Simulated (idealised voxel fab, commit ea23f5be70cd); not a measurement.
voxel capacitor over wiring: a process module
FYI the section here is cut, 165 nm wide, cells are 5 nm squares.
Just so we're on the same page, the cross-sections are grids of square cells, and they're listed out in bands top to bottom, each band one or more rows deep. Heights first: top, then bottom, in nm. Then materials, left to right, each with a width in nm. "throughout" on a single material: fills the band edge to edge. "air": empty space. Note: height 0 marks the level under which the wafer is uniformly one material as received. Lowest band unbounded below, written "top 0, no bottom". It should be noted that a width expressed as "30->40" varies in equal increments from row to row of cells within the band, taking the value of the first number at the top row and that of the second number at the bottom row. Any step labelled "no alteration" changed none of the cells in the cross-section. You'll see "Unvented voids" listing empty spaces that have no way open to the top, as long as they're 8 cells or more; the notation is width x height at distance, where the distance is from the left edge, and all of it is in nm. On each step's line, the part that comes after the settings is the simulator's own comment on the step. overlay nm: right-of-plan distance of the mask on a masked step; negative values mean left-of-plan.

## So here's the lineup of process steps we planned
1) RECEIVE (material Si)
2) CONFORMAL_DEP (material SiO2; thk nm 15)
3) DIRECTIONAL_DEP (material TiN; thk nm 5)
4) DIRECTIONAL_DEP (material W; thk nm 15)
5) PATTERN (tone cover; mask id METAL_1; material resist; width nm 30; pitch nm 90; thk nm 20; overlay nm 0)
6) DIRECTIONAL_ETCH (etch materials W; depth nm 15)
7) DIRECTIONAL_ETCH (etch materials TiN; depth nm 5)
8) STRIP (etch materials resist)
9) CONFORMAL_DEP (material SiN; thk nm 5)
10) FILL_DEP (material lowk; thk nm 5)
11) CMP (height nm 35)
12) CONFORMAL_DEP (material SiCN; thk nm 5)
13) DIRECTIONAL_DEP (material lowk; thk nm 10)
14) PATTERN (tone open; mask id PLUG_1; material resist; width nm 15; thk nm 15; overlay nm 0)
15) DIRECTIONAL_ETCH (etch materials lowk; depth nm 10)
16) DIRECTIONAL_ETCH (etch materials SiCN; depth nm 5)
17) STRIP (etch materials resist)
18) CONFORMAL_DEP (material TiN; thk nm 5)
19) FILL_DEP (material Cu; thk nm 5)
20) CMP (height nm 50)
21) DIRECTIONAL_DEP (material TiN; thk nm 10)
22) DIRECTIONAL_DEP (material SiN; thk nm 5)
23) DIRECTIONAL_DEP (material TiN; thk nm 5)
24) MASKED_ETCH (tone cover; mask id UPPER_PLATE; width nm 65; etch materials TiN; depth nm 5; overlay nm 0)
25) MASKED_ETCH (tone cover; mask id UPPER_PLATE; width nm 65; etch materials SiN; depth nm 5; overlay nm 0)
26) DIRECTIONAL_DEP (material aC; thk nm 10)
27) PATTERN (tone cover; mask id LOWER_PLATE; material resist; width nm 75; thk nm 30; overlay nm 0)
28) DIRECTIONAL_ETCH (etch materials aC; depth nm 10)
29) STRIP (etch materials resist)
30) DIRECTIONAL_ETCH (etch materials TiN; depth nm 10)
31) STRIP (etch materials aC)
32) FILL_DEP (material SiO2; thk nm 20)
33) CMP (height nm 85)
34) DIRECTIONAL_DEP (material aC; thk nm 10)
35) PATTERN (tone open; mask id PLUG_2; material resist; width nm 15; thk nm 25; overlay nm 0)
36) DIRECTIONAL_ETCH (etch materials aC; depth nm 10)
37) STRIP (etch materials resist)
38) DIRECTIONAL_ETCH (etch materials SiO2; depth nm 15)
39) STRIP (etch materials aC)
40) CONFORMAL_DEP (material TiN; thk nm 5)
41) FILL_DEP (material Cu; thk nm 10)
42) CMP (height nm 85)
43) CONFORMAL_DEP (material SiN; thk nm 5)

## First of the two wafers, run per plan

## As received (post step 1): cross-section
- top 0, no bottom: Si throughout
- Unvented voids: none

## State of the wafer after step 2, shown in cross-section
- top 15, bottom 0: SiO2 throughout
- Anything lower than 0 is untouched.

## State of the wafer after step 3, shown in cross-section
- top 20, bottom 15: TiN throughout
- Anything lower than 15 is untouched.

## State of the wafer after step 4, shown in cross-section
- top 35, bottom 20: W throughout
- Anything lower than 20 is untouched.

## State of the wafer after step 5, shown in cross-section
- top 55, bottom 35: air 20 nm  resist 30 nm  air 60 nm  resist 30 nm  air 25 nm
- Anything lower than 35 is untouched.

## State of the wafer after step 6, shown in cross-section
- top 55, bottom 35: air 20 nm  resist 30 nm  air 60 nm  resist 30 nm  air 25 nm
- top 35, bottom 20: air 20 nm  W 30 nm  air 60 nm  W 30 nm  air 25 nm
- Anything lower than 20 is untouched.

## State of the wafer after step 7, shown in cross-section
- top 55, bottom 35: air 20 nm  resist 30 nm  air 60 nm  resist 30 nm  air 25 nm
- top 35, bottom 20: air 20 nm  W 30 nm  air 60 nm  W 30 nm  air 25 nm
- top 20, bottom 15: air 20 nm  TiN 30 nm  air 60 nm  TiN 30 nm  air 25 nm
- Anything lower than 15 is untouched.

## State of the wafer after step 8, shown in cross-section
- top 35, bottom 20: air 20 nm  W 30 nm  air 60 nm  W 30 nm  air 25 nm
- Anything lower than 20 is untouched.

## State of the wafer after step 9, shown in cross-section
- top 40, bottom 35: air 15 nm  SiN 40 nm  air 50 nm  SiN 40 nm  air 20 nm
- top 35, bottom 20: air 15 nm  SiN 5 nm  W 30 nm  SiN 5 nm  air 50 nm  SiN 5 nm  W 30 nm  SiN 5 nm  air 20 nm
- top 20, bottom 15: SiN 20 nm  TiN 30 nm  SiN 60 nm  TiN 30 nm  SiN 25 nm
- Anything lower than 15 is untouched.

## State of the wafer after step 10, shown in cross-section
- top 45, bottom 40: lowk throughout
- top 40, bottom 35: lowk 15 nm  SiN 40 nm  lowk 50 nm  SiN 40 nm  lowk 20 nm
- top 35, bottom 20: lowk 15 nm  SiN 5 nm  W 30 nm  SiN 5 nm  lowk 50 nm  SiN 5 nm  W 30 nm  SiN 5 nm  lowk 20 nm
- Anything lower than 20 is untouched.

## State of the wafer after step 11, shown in cross-section
- top 35, bottom 20: lowk 15 nm  SiN 5 nm  W 30 nm  SiN 5 nm  lowk 50 nm  SiN 5 nm  W 30 nm  SiN 5 nm  lowk 20 nm
- Anything lower than 20 is untouched.

## State of the wafer after step 12, shown in cross-section
- top 40, bottom 35: SiCN throughout
- Anything lower than 35 is untouched.

## State of the wafer after step 13, shown in cross-section
- top 50, bottom 40: lowk throughout
- Anything lower than 40 is untouched.

## State of the wafer after step 14, shown in cross-section
- top 65, bottom 50: resist 35 nm  air 15 nm  resist 115 nm
- Anything lower than 50 is untouched.

## State of the wafer after step 15, shown in cross-section
- top 65, bottom 50: resist 35 nm  air 15 nm  resist 115 nm
- top 50, bottom 40: lowk 35 nm  air 15 nm  lowk 115 nm
- Anything lower than 40 is untouched.

## State of the wafer after step 16, shown in cross-section
- top 65, bottom 50: resist 35 nm  air 15 nm  resist 115 nm
- top 50, bottom 40: lowk 35 nm  air 15 nm  lowk 115 nm
- top 40, bottom 35: SiCN 35 nm  air 15 nm  SiCN 115 nm
- Anything lower than 35 is untouched.

## State of the wafer after step 17, shown in cross-section
- top 50, bottom 40: lowk 35 nm  air 15 nm  lowk 115 nm
- Anything lower than 40 is untouched.

## State of the wafer after step 18, shown in cross-section
- top 55, bottom 50: TiN 40 nm  air 5 nm  TiN 120 nm
- top 50, bottom 40: lowk 35 nm  TiN 5 nm  air 5 nm  TiN 5 nm  lowk 115 nm
- top 40, bottom 35: SiCN 35 nm  TiN 15 nm  SiCN 115 nm
- Anything lower than 35 is untouched.

## State of the wafer after step 19, shown in cross-section
- top 60, bottom 55: Cu throughout
- top 55, bottom 50: TiN 40 nm  Cu 5 nm  TiN 120 nm
- top 50, bottom 40: lowk 35 nm  TiN 5 nm  Cu 5 nm  TiN 5 nm  lowk 115 nm
- Anything lower than 40 is untouched.

## State of the wafer after step 20, shown in cross-section
- top 50, bottom 40: lowk 35 nm  TiN 5 nm  Cu 5 nm  TiN 5 nm  lowk 115 nm
- Anything lower than 40 is untouched.

## State of the wafer after step 21, shown in cross-section
- top 60, bottom 50: TiN throughout
- Anything lower than 50 is untouched.

## State of the wafer after step 22, shown in cross-section
- top 65, bottom 60: SiN throughout
- Anything lower than 60 is untouched.

## State of the wafer after step 23, shown in cross-section
- top 70, bottom 65: TiN throughout
- Anything lower than 65 is untouched.

## State of the wafer after step 24, shown in cross-section
- top 70, bottom 65: air 35 nm  TiN 65 nm  air 65 nm
- Anything lower than 65 is untouched.

## State of the wafer after step 25, shown in cross-section
- top 70, bottom 65: air 35 nm  TiN 65 nm  air 65 nm
- top 65, bottom 60: air 35 nm  SiN 65 nm  air 65 nm
- Anything lower than 60 is untouched.

## State of the wafer after step 26, shown in cross-section
- top 80, bottom 70: air 35 nm  aC 65 nm  air 65 nm
- top 70, bottom 65: aC 35 nm  TiN 65 nm  aC 65 nm
- top 65, bottom 60: aC 35 nm  SiN 65 nm  aC 65 nm
- Anything lower than 60 is untouched.

## State of the wafer after step 27, shown in cross-section
- top 110, bottom 80: air 30 nm  resist 75 nm  air 60 nm
- top 80, bottom 70: air 30 nm  resist 5 nm  aC 65 nm  resist 5 nm  air 60 nm
- Anything lower than 70 is untouched.

## State of the wafer after step 28, shown in cross-section
- top 100, bottom 80: air 30 nm  resist 75 nm  air 60 nm
- top 80, bottom 70: air 30 nm  resist 5 nm  aC 65 nm  resist 5 nm  air 60 nm
- top 70, bottom 65: air 30 nm  aC 5 nm  TiN 65 nm  aC 5 nm  air 60 nm
- top 65, bottom 60: air 30 nm  aC 5 nm  SiN 65 nm  aC 5 nm  air 60 nm
- Anything lower than 60 is untouched.

## State of the wafer after step 29, shown in cross-section
- top 80, bottom 70: air 35 nm  aC 65 nm  air 65 nm
- Anything lower than 70 is untouched.

## State of the wafer after step 30, shown in cross-section
- top 80, bottom 70: air 35 nm  aC 65 nm  air 65 nm
- top 70, bottom 65: air 30 nm  aC 5 nm  TiN 65 nm  aC 5 nm  air 60 nm
- top 65, bottom 60: air 30 nm  aC 5 nm  SiN 65 nm  aC 5 nm  air 60 nm
- top 60, bottom 50: air 30 nm  TiN 75 nm  air 60 nm
- Anything lower than 50 is untouched.

## State of the wafer after step 31, shown in cross-section
- top 70, bottom 65: air 35 nm  TiN 65 nm  air 65 nm
- top 65, bottom 60: air 35 nm  SiN 65 nm  air 65 nm
- Anything lower than 60 is untouched.

## State of the wafer after step 32, shown in cross-section
- top 90, bottom 70: SiO2 throughout
- top 70, bottom 65: SiO2 35 nm  TiN 65 nm  SiO2 65 nm
- top 65, bottom 60: SiO2 35 nm  SiN 65 nm  SiO2 65 nm
- top 60, bottom 50: SiO2 30 nm  TiN 75 nm  SiO2 60 nm
- Anything lower than 50 is untouched.

## State of the wafer after step 33, shown in cross-section
- top 85, bottom 70: SiO2 throughout
- Anything lower than 70 is untouched.

## State of the wafer after step 34, shown in cross-section
- top 95, bottom 85: aC throughout
- Anything lower than 85 is untouched.

## State of the wafer after step 35, shown in cross-section
- top 120, bottom 95: resist 45 nm  air 15 nm  resist 105 nm
- Anything lower than 95 is untouched.

## State of the wafer after step 36, shown in cross-section
- top 110, bottom 95: resist 45 nm  air 15 nm  resist 105 nm
- top 95, bottom 85: aC 45 nm  air 15 nm  aC 105 nm
- Anything lower than 85 is untouched.

## State of the wafer after step 37, shown in cross-section
- top 95, bottom 85: aC 45 nm  air 15 nm  aC 105 nm
- Anything lower than 85 is untouched.

## State of the wafer after step 38, shown in cross-section
- top 95, bottom 85: aC 45 nm  air 15 nm  aC 105 nm
- top 85, bottom 70: SiO2 45 nm  air 15 nm  SiO2 105 nm
- Anything lower than 70 is untouched.

## State of the wafer after step 39, shown in cross-section
- top 85, bottom 70: SiO2 45 nm  air 15 nm  SiO2 105 nm
- Anything lower than 70 is untouched.

## State of the wafer after step 40, shown in cross-section
- top 90, bottom 85: TiN 50 nm  air 5 nm  TiN 110 nm
- top 85, bottom 75: SiO2 45 nm  TiN 5 nm  air 5 nm  TiN 5 nm  SiO2 105 nm
- top 75, bottom 65: SiO2 45->35 nm  TiN 15->65 nm  SiO2 105->65 nm
- Anything lower than 65 is untouched.

## State of the wafer after step 41, shown in cross-section
- top 100, bottom 90: Cu throughout
- top 90, bottom 85: TiN 50 nm  Cu 5 nm  TiN 110 nm
- top 85, bottom 75: SiO2 45 nm  TiN 5 nm  Cu 5 nm  TiN 5 nm  SiO2 105 nm
- Anything lower than 75 is untouched.

## State of the wafer after step 42, shown in cross-section
- top 85, bottom 75: SiO2 45 nm  TiN 5 nm  Cu 5 nm  TiN 5 nm  SiO2 105 nm
- Anything lower than 75 is untouched.

## State of the wafer after step 43, shown in cross-section
- top 90, bottom 85: SiN throughout
- Anything lower than 85 is untouched.

## Second wafer. Start and plan as for the first. One mistake made in running. Agrees with the first up to and including step 1

## Second wafer profile in section, at the moment step 2 of the plan was meant to be complete
- top 5, bottom 0: TiN throughout
- Anything lower than 0 is untouched.

## Second wafer profile in section, at the moment step 3 of the plan was meant to be complete
- top 20, bottom 5: SiO2 throughout
- Anything lower than 5 is untouched.

## Second wafer profile in section, at the moment step 4 of the plan was meant to be complete
- top 35, bottom 20: W throughout
- Anything lower than 20 is untouched.

## Second wafer profile in section, at the moment step 5 of the plan was meant to be complete
- top 55, bottom 35: air 20 nm  resist 30 nm  air 60 nm  resist 30 nm  air 25 nm
- Anything lower than 35 is untouched.

## Second wafer profile in section, at the moment step 6 of the plan was meant to be complete
- top 55, bottom 35: air 20 nm  resist 30 nm  air 60 nm  resist 30 nm  air 25 nm
- top 35, bottom 20: air 20 nm  W 30 nm  air 60 nm  W 30 nm  air 25 nm
- Anything lower than 20 is untouched.

Second wafer profile in section, at the moment step 7 of the plan was meant to be complete: no alteration

## Second wafer profile in section, at the moment step 8 of the plan was meant to be complete
- top 35, bottom 20: air 20 nm  W 30 nm  air 60 nm  W 30 nm  air 25 nm
- Anything lower than 20 is untouched.

## Second wafer profile in section, at the moment step 9 of the plan was meant to be complete
- top 40, bottom 35: air 15 nm  SiN 40 nm  air 50 nm  SiN 40 nm  air 20 nm
- top 35, bottom 25: air 15 nm  SiN 5 nm  W 30 nm  SiN 5 nm  air 50 nm  SiN 5 nm  W 30 nm  SiN 5 nm  air 20 nm
- top 25, bottom 20: SiN 20 nm  W 30 nm  SiN 60 nm  W 30 nm  SiN 25 nm
- Anything lower than 20 is untouched.

## Second wafer profile in section, at the moment step 10 of the plan was meant to be complete
- top 45, bottom 40: lowk throughout
- top 40, bottom 35: lowk 15 nm  SiN 40 nm  lowk 50 nm  SiN 40 nm  lowk 20 nm
- top 35, bottom 25: lowk 15 nm  SiN 5 nm  W 30 nm  SiN 5 nm  lowk 50 nm  SiN 5 nm  W 30 nm  SiN 5 nm  lowk 20 nm
- Anything lower than 25 is untouched.

## Second wafer profile in section, at the moment step 11 of the plan was meant to be complete
- top 35, bottom 25: lowk 15 nm  SiN 5 nm  W 30 nm  SiN 5 nm  lowk 50 nm  SiN 5 nm  W 30 nm  SiN 5 nm  lowk 20 nm
- Anything lower than 25 is untouched.

## Second wafer profile in section, at the moment step 12 of the plan was meant to be complete
- top 40, bottom 35: SiCN throughout
- Anything lower than 35 is untouched.

## Second wafer profile in section, at the moment step 13 of the plan was meant to be complete
- top 50, bottom 40: lowk throughout
- Anything lower than 40 is untouched.

## Second wafer profile in section, at the moment step 14 of the plan was meant to be complete
- top 65, bottom 50: resist 35 nm  air 15 nm  resist 115 nm
- Anything lower than 50 is untouched.

## Second wafer profile in section, at the moment step 15 of the plan was meant to be complete
- top 65, bottom 50: resist 35 nm  air 15 nm  resist 115 nm
- top 50, bottom 40: lowk 35 nm  air 15 nm  lowk 115 nm
- Anything lower than 40 is untouched.

## Second wafer profile in section, at the moment step 16 of the plan was meant to be complete
- top 65, bottom 50: resist 35 nm  air 15 nm  resist 115 nm
- top 50, bottom 40: lowk 35 nm  air 15 nm  lowk 115 nm
- top 40, bottom 35: SiCN 35 nm  air 15 nm  SiCN 115 nm
- Anything lower than 35 is untouched.

## Second wafer profile in section, at the moment step 17 of the plan was meant to be complete
- top 50, bottom 40: lowk 35 nm  air 15 nm  lowk 115 nm
- Anything lower than 40 is untouched.

## Second wafer profile in section, at the moment step 18 of the plan was meant to be complete
- top 55, bottom 50: TiN 40 nm  air 5 nm  TiN 120 nm
- top 50, bottom 40: lowk 35 nm  TiN 5 nm  air 5 nm  TiN 5 nm  lowk 115 nm
- top 40, bottom 35: SiCN 35 nm  TiN 15 nm  SiCN 115 nm
- Anything lower than 35 is untouched.

## Second wafer profile in section, at the moment step 19 of the plan was meant to be complete
- top 60, bottom 55: Cu throughout
- top 55, bottom 50: TiN 40 nm  Cu 5 nm  TiN 120 nm
- top 50, bottom 40: lowk 35 nm  TiN 5 nm  Cu 5 nm  TiN 5 nm  lowk 115 nm
- Anything lower than 40 is untouched.

## Second wafer profile in section, at the moment step 20 of the plan was meant to be complete
- top 50, bottom 40: lowk 35 nm  TiN 5 nm  Cu 5 nm  TiN 5 nm  lowk 115 nm
- Anything lower than 40 is untouched.

## Second wafer profile in section, at the moment step 21 of the plan was meant to be complete
- top 60, bottom 50: TiN throughout
- Anything lower than 50 is untouched.

## Second wafer profile in section, at the moment step 22 of the plan was meant to be complete
- top 65, bottom 60: SiN throughout
- Anything lower than 60 is untouched.

## Second wafer profile in section, at the moment step 23 of the plan was meant to be complete
- top 70, bottom 65: TiN throughout
- Anything lower than 65 is untouched.

## Second wafer profile in section, at the moment step 24 of the plan was meant to be complete
- top 70, bottom 65: air 35 nm  TiN 65 nm  air 65 nm
- Anything lower than 65 is untouched.

## Second wafer profile in section, at the moment step 25 of the plan was meant to be complete
- top 70, bottom 65: air 35 nm  TiN 65 nm  air 65 nm
- top 65, bottom 60: air 35 nm  SiN 65 nm  air 65 nm
- Anything lower than 60 is untouched.

## Second wafer profile in section, at the moment step 26 of the plan was meant to be complete
- top 80, bottom 70: air 35 nm  aC 65 nm  air 65 nm
- top 70, bottom 65: aC 35 nm  TiN 65 nm  aC 65 nm
- top 65, bottom 60: aC 35 nm  SiN 65 nm  aC 65 nm
- Anything lower than 60 is untouched.

## Second wafer profile in section, at the moment step 27 of the plan was meant to be complete
- top 110, bottom 80: air 30 nm  resist 75 nm  air 60 nm
- top 80, bottom 70: air 30 nm  resist 5 nm  aC 65 nm  resist 5 nm  air 60 nm
- Anything lower than 70 is untouched.

## Second wafer profile in section, at the moment step 28 of the plan was meant to be complete
- top 100, bottom 80: air 30 nm  resist 75 nm  air 60 nm
- top 80, bottom 70: air 30 nm  resist 5 nm  aC 65 nm  resist 5 nm  air 60 nm
- top 70, bottom 65: air 30 nm  aC 5 nm  TiN 65 nm  aC 5 nm  air 60 nm
- top 65, bottom 60: air 30 nm  aC 5 nm  SiN 65 nm  aC 5 nm  air 60 nm
- Anything lower than 60 is untouched.

## Second wafer profile in section, at the moment step 29 of the plan was meant to be complete
- top 80, bottom 70: air 35 nm  aC 65 nm  air 65 nm
- Anything lower than 70 is untouched.

## Second wafer profile in section, at the moment step 30 of the plan was meant to be complete
- top 80, bottom 70: air 35 nm  aC 65 nm  air 65 nm
- top 70, bottom 65: air 30 nm  aC 5 nm  TiN 65 nm  aC 5 nm  air 60 nm
- top 65, bottom 60: air 30 nm  aC 5 nm  SiN 65 nm  aC 5 nm  air 60 nm
- top 60, bottom 50: air 30 nm  TiN 75 nm  air 60 nm
- Anything lower than 50 is untouched.

## Second wafer profile in section, at the moment step 31 of the plan was meant to be complete
- top 70, bottom 65: air 35 nm  TiN 65 nm  air 65 nm
- top 65, bottom 60: air 35 nm  SiN 65 nm  air 65 nm
- Anything lower than 60 is untouched.

## Second wafer profile in section, at the moment step 32 of the plan was meant to be complete
- top 90, bottom 70: SiO2 throughout
- top 70, bottom 65: SiO2 35 nm  TiN 65 nm  SiO2 65 nm
- top 65, bottom 60: SiO2 35 nm  SiN 65 nm  SiO2 65 nm
- top 60, bottom 50: SiO2 30 nm  TiN 75 nm  SiO2 60 nm
- Anything lower than 50 is untouched.

## Second wafer profile in section, at the moment step 33 of the plan was meant to be complete
- top 85, bottom 70: SiO2 throughout
- Anything lower than 70 is untouched.

## Second wafer profile in section, at the moment step 34 of the plan was meant to be complete
- top 95, bottom 85: aC throughout
- Anything lower than 85 is untouched.

## Second wafer profile in section, at the moment step 35 of the plan was meant to be complete
- top 120, bottom 95: resist 45 nm  air 15 nm  resist 105 nm
- Anything lower than 95 is untouched.

## Second wafer profile in section, at the moment step 36 of the plan was meant to be complete
- top 110, bottom 95: resist 45 nm  air 15 nm  resist 105 nm
- top 95, bottom 85: aC 45 nm  air 15 nm  aC 105 nm
- Anything lower than 85 is untouched.

## Second wafer profile in section, at the moment step 37 of the plan was meant to be complete
- top 95, bottom 85: aC 45 nm  air 15 nm  aC 105 nm
- Anything lower than 85 is untouched.

## Second wafer profile in section, at the moment step 38 of the plan was meant to be complete
- top 95, bottom 85: aC 45 nm  air 15 nm  aC 105 nm
- top 85, bottom 70: SiO2 45 nm  air 15 nm  SiO2 105 nm
- Anything lower than 70 is untouched.

## Second wafer profile in section, at the moment step 39 of the plan was meant to be complete
- top 85, bottom 70: SiO2 45 nm  air 15 nm  SiO2 105 nm
- Anything lower than 70 is untouched.

## Second wafer profile in section, at the moment step 40 of the plan was meant to be complete
- top 90, bottom 85: TiN 50 nm  air 5 nm  TiN 110 nm
- top 85, bottom 75: SiO2 45 nm  TiN 5 nm  air 5 nm  TiN 5 nm  SiO2 105 nm
- top 75, bottom 65: SiO2 45->35 nm  TiN 15->65 nm  SiO2 105->65 nm
- Anything lower than 65 is untouched.

## Second wafer profile in section, at the moment step 41 of the plan was meant to be complete
- top 100, bottom 90: Cu throughout
- top 90, bottom 85: TiN 50 nm  Cu 5 nm  TiN 110 nm
- top 85, bottom 75: SiO2 45 nm  TiN 5 nm  Cu 5 nm  TiN 5 nm  SiO2 105 nm
- Anything lower than 75 is untouched.

## Second wafer profile in section, at the moment step 42 of the plan was meant to be complete
- top 85, bottom 75: SiO2 45 nm  TiN 5 nm  Cu 5 nm  TiN 5 nm  SiO2 105 nm
- Anything lower than 75 is untouched.

## Second wafer profile in section, at the moment step 43 of the plan was meant to be complete
- top 90, bottom 85: SiN throughout
- Anything lower than 85 is untouched.
Against the plan, the run slipped here: steps 2 and 3 got flipped, so each one ran where the other should have
Cell-count delta at end, second wafer over first, by material: 4 fewer of SiN | 21 more of TiN | 17 fewer of lowk
